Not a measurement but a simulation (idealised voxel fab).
The process module that follows is named voxel capacitor over wiring.
Cross-section cut: width 270 nm, square cells of 5 nm.
For the purposes of this document, a cross-section shall be understood as a grid of square cells, specified as bands listed in top-to-bottom order, each band consisting of one or more rows of cells.
Band: top height; bottom height; in nm. Then, left to right: material with width in nm, for each material. "all across": a single material spanning edge to edge. "empty": empty space.
Measure heights from 0. That's the level where, below it, the as-received wafer is all one material. The lowest band is bottomless and extends downward; write it as in "top 0, no bottom".
Graded width ("30..40"): value in top row of band = first number; value in bottom row = second number; row-to-row change constant.
Step marked "changes: none"? Then no cell in the cross-section changed in it.
Any empty space of 8 cells or more lacking an open way to the top shows up in "Tabulated closed voids" as width x height at distance, distance from the left edge, in nm.
The remark found on a step's line after its settings is issued by the simulator itself and pertains to that step.
Among the settings permitted on a step's line is "overlay nm"; applied to a step with a mask, it specifies the extent to which the mask lay to the right of its planned position, whereas a negative figure signifies a position to the left.
Process steps (planned):
1: RECEIVE: material Si
2: CONFORMAL_DEP: material SiO2, thk nm 15
3: CONFORMAL_DEP: material SiCN, thk nm 5
4: DIRECTIONAL_DEP: material SiO2, thk nm 15
5: DIRECTIONAL_DEP: material aC, thk nm 10
6: PATTERN: tone open, mask id METAL_1, material resist, width nm 25, pitch nm 90, thk nm 25, overlay nm 0
7: DIRECTIONAL_ETCH: etch materials aC, depth nm 10
8: STRIP: etch materials resist
9: DIRECTIONAL_ETCH: etch materials SiO2, depth nm 15
10: DIRECTIONAL_ETCH: etch materials SiCN, depth nm 5
11: STRIP: etch materials aC
12: CONFORMAL_DEP: material TiN, thk nm 5
13: FILL_DEP: material Ru, thk nm 5
14: CMP: height nm 35
15: CONFORMAL_DEP: material SiCN, thk nm 5
16: DIRECTIONAL_DEP: material SiO2, thk nm 20
17: MASKED_ETCH: tone open, mask id PLUG_1, width nm 15, etch materials SiO2, depth nm 20, overlay nm 0
18: MASKED_ETCH: tone open, mask id PLUG_1, width nm 15, etch materials SiCN, depth nm 5, overlay nm 0
19: CONFORMAL_DEP: material TiN, thk nm 5
20: FILL_DEP: material Cu, thk nm 5
21: CMP: height nm 60
22: DIRECTIONAL_DEP: material TiN, thk nm 10
23: DIRECTIONAL_DEP: material HfO2, thk nm 5
24: DIRECTIONAL_DEP: material TiN, thk nm 5
25: DIRECTIONAL_DEP: material aC, thk nm 10
26: PATTERN: tone cover, mask id UPPER_PLATE, material resist, width nm 70, thk nm 25, overlay nm 0
27: DIRECTIONAL_ETCH: etch materials aC, depth nm 10
28: STRIP: etch materials resist
29: DIRECTIONAL_ETCH: etch materials TiN, depth nm 5
30: DIRECTIONAL_ETCH: etch materials HfO2, depth nm 5
31: STRIP: etch materials aC
32: DIRECTIONAL_DEP: material aC, thk nm 15
33: PATTERN: tone cover, mask id LOWER_PLATE, material resist, width nm 80, thk nm 30, overlay nm -15
34: DIRECTIONAL_ETCH: etch materials aC, depth nm 15
35: STRIP: etch materials resist
36: DIRECTIONAL_ETCH: etch materials TiN, depth nm 10
37: STRIP: etch materials aC
38: FILL_DEP: material SiO2, thk nm 20
39: CMP: height nm 95
40: MASKED_ETCH: tone open, mask id PLUG_2, width nm 15, etch materials SiO2, depth nm 15, overlay nm 0
41: CONFORMAL_DEP: material TiN, thk nm 5
42: FILL_DEP: material W, thk nm 5
43: CMP: height nm 95
44: CONFORMAL_DEP: material SiCN, thk nm 5
Wafers differ in overlay nm at step 33; plan lists the first wafer's value; identical starting state.
Cross-section of the first of several wafers as received (after step 1):
> top 0, no bottom | Si all across
> Tabulated closed voids: none
Quick look at the cross-section of the first of several wafers after step 44, which wraps up the module:
> top 100, bottom 95 | SiCN all across
> top 95, bottom 85 | 95 of SiO2  5 of TiN  5 of W  5 of TiN  160 of SiO2
> top 85, bottom 75 | 95..85 of SiO2  15..60 of TiN  160..125 of SiO2
> top 75, bottom 70 | 85 of SiO2  70 of HfO2  115 of SiO2
> top 70, bottom 60 | 65 of SiO2  90 of TiN  115 of SiO2
> top 60, bottom 40 | 85 of SiO2  5 of TiN  5 of Cu  5 of TiN  170 of SiO2
> top 40, bottom 35 | 85 of SiCN  15 of TiN  170 of SiCN
> top 35, bottom 20 | 75 of SiO2  5 of TiN  15 of Ru  5 of TiN  65 of SiO2  5 of TiN  15 of Ru  5 of TiN  80 of SiO2
> top 20, bottom 15 | 75 of SiCN  25 of TiN  65 of SiCN  25 of TiN  80 of SiCN
> top 15, bottom 0 | SiO2 all across
> top 0, no bottom | Si all across
> Tabulated closed voids: none
Final wafer of several, shown in cross-section at the end of the module:
> top 100, bottom 95 | SiCN all across
> top 95, bottom 85 | 95 of SiO2  5 of TiN  5 of W  5 of TiN  160 of SiO2
> top 85, bottom 75 | 95 of SiO2  15..60 of TiN  160..115 of SiO2
> top 75, bottom 70 | 85 of SiO2  70 of HfO2  115 of SiO2
> top 70, bottom 60 | 85 of SiO2  90 of TiN  95 of SiO2
> top 60, bottom 40 | 85 of SiO2  5 of TiN  5 of Cu  5 of TiN  170 of SiO2
> top 40, bottom 35 | 85 of SiCN  15 of TiN  170 of SiCN
> top 35, bottom 20 | 75 of SiO2  5 of TiN  15 of Ru  5 of TiN  65 of SiO2  5 of TiN  15 of Ru  5 of TiN  80 of SiO2
> top 20, bottom 15 | 75 of SiCN  25 of TiN  65 of SiCN  25 of TiN  80 of SiCN
> top 15, bottom 0 | SiO2 all across
> top 0, no bottom | Si all across
> Tabulated closed voids: none
Tabulated below, wafer by wafer, are the end-of-module results: for each material, the number of cells gained (+) or lost (-) relative to the as-received state, followed by the closed voids:
overlay nm -15, +4 Cu, +14 HfO2, +18 Ru, +149 SiCN, +805 SiO2, +88 TiN, +2 W, Tabulated closed voids: none
overlay nm -10, +4 Cu, +14 HfO2, +18 Ru, +149 SiCN, +806 SiO2, +87 TiN, +2 W, Tabulated closed voids: none
overlay nm -5, +4 Cu, +14 HfO2, +18 Ru, +149 SiCN, +807 SiO2, +86 TiN, +2 W, Tabulated closed voids: none
overlay nm 0, +4 Cu, +14 HfO2, +18 Ru, +149 SiCN, +807 SiO2, +86 TiN, +2 W, Tabulated closed voids: none
overlay nm 5, +4 Cu, +14 HfO2, +18 Ru, +149 SiCN, +807 SiO2, +86 TiN, +2 W, Tabulated closed voids: none
overlay nm 10, +4 Cu, +14 HfO2, +18 Ru, +149 SiCN, +806 SiO2, +87 TiN, +2 W, Tabulated closed voids: none
overlay nm 15, +4 Cu, +14 HfO2, +18 Ru, +149 SiCN, +805 SiO2, +88 TiN, +2 W, Tabulated closed voids: none
